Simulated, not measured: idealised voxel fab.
process module | voxel self aligned vias
cross-section cut | 255 nm wide | cells 5 nm
A cross-section is a grid of square cells, given in bands from the top down. A band is one or more rows of cells.
Each band's line starts with the height of the band's top and of its bottom, in nm. Then come its materials from left to right, each with its width in nm. One material with "throughout" fills the band from edge to edge. "air" is empty space.
Height 0 is the level under which the wafer as received is all one material. The lowest band goes on downwards, as in "0 down".
A width such as "30 to 40" changes by the same amount from each row of cells to the next, from the band's top row to its bottom row.
"no change" after a step means that no cell of the cross-section changed.
closed voids: empty space of 8 cells or more with no open way to the top, each as width x height at its distance from the left edge, in nm
after a step's settings: what the simulator itself notes on the step
overlay nm, on a step with a mask: how far to the right of its planned place the mask lay; to the left if negative
plan
1 op RECEIVE | material Si
2 op CONFORMAL_DEP | material SiO2 | thk nm 10
3 op CONFORMAL_DEP | material SiCN | thk nm 5
4 op DIRECTIONAL_DEP | material lowk | thk nm 20
5 op MASKED_ETCH | tone open | mask id LINES | width nm 20 | pitch nm 55 | etch materials lowk | depth nm 20 | overlay nm 0
6 op CONFORMAL_DEP | material TiN | thk nm 5
7 op FILL_DEP | material W | thk nm 5
8 op CMP | height nm 35
9 op SELECTIVE_ETCH | etch materials W Ru TiN | depth nm 5
10 op FILL_DEP | material SiN | thk nm 10
11 op CMP | height nm 35
12 op DIRECTIONAL_DEP | material lowk | thk nm 20
13 op PATTERN | tone open | mask id VIAS | material resist | width nm 40 | pitch nm 55 | thk nm 20 | overlay nm 0
14 op DIRECTIONAL_ETCH | etch materials lowk | depth nm 20
15 op DIRECTIONAL_ETCH | etch materials SiN | depth nm 5
16 op STRIP | etch materials resist
17 op CONFORMAL_DEP | material TiN | thk nm 5
18 op FILL_DEP | material Ru | thk nm 10
19 op CMP | height nm 55
20 op CONFORMAL_DEP | material SiCN | thk nm 5
as received, after step 1
  0 down: Si throughout
  closed voids: none
first wafer at the end, as planned
  60 to 55: SiCN throughout
  55 to 40: lowk 50 | TiN 5 | Ru 30 | TiN 5 | lowk 15 | TiN 5 | Ru 30 | TiN 5 | lowk 15 | TiN 5 | Ru 30 | TiN 5 | lowk 55
  40 to 35: lowk 50 | TiN 15 | Ru 10 | TiN 15 | lowk 15 | TiN 15 | Ru 10 | TiN 15 | lowk 15 | TiN 15 | Ru 10 | TiN 15 | lowk 55
  35 to 30: lowk 60 | TiN 20 | lowk 35 | TiN 20 | lowk 35 | TiN 20 | lowk 65
  30 to 20: lowk 60 | TiN 5 | W 10 | TiN 5 | lowk 35 | TiN 5 | W 10 | TiN 5 | lowk 35 | TiN 5 | W 10 | TiN 5 | lowk 65
  20 to 15: lowk 60 | TiN 20 | lowk 35 | TiN 20 | lowk 35 | TiN 20 | lowk 65
  15 to 10: SiCN throughout
  10 to 0: SiO2 throughout
  0 down: Si throughout
  closed voids: none
second wafer at the end: like start, like plan, one mistake
  50 to 45: SiCN throughout
  45 to 35: lowk 50 | TiN 5 to 15 | Ru 30 to 10 | TiN 5 to 15 | lowk 15 | TiN 5 to 15 | Ru 30 to 10 | TiN 5 to 15 | lowk 15 | TiN 5 to 15 | Ru 30 to 10 | TiN 5 to 15 | lowk 55
  35 to 30: lowk 60 | TiN 20 | lowk 35 | TiN 20 | lowk 35 | TiN 20 | lowk 65
  30 to 20: lowk 60 | TiN 5 | W 10 | TiN 5 | lowk 35 | TiN 5 | W 10 | TiN 5 | lowk 35 | TiN 5 | W 10 | TiN 5 | lowk 65
  20 to 15: lowk 60 | TiN 20 | lowk 35 | TiN 20 | lowk 35 | TiN 20 | lowk 65
  15 to 10: SiCN throughout
  10 to 0: SiO2 throughout
  0 down: Si throughout
  closed voids: none
what went wrong: step 19 ran as: op CMP | height nm 45
at the end the second wafer has, in cells: 36 fewer of Ru | 12 fewer of TiN | 54 fewer of lowk
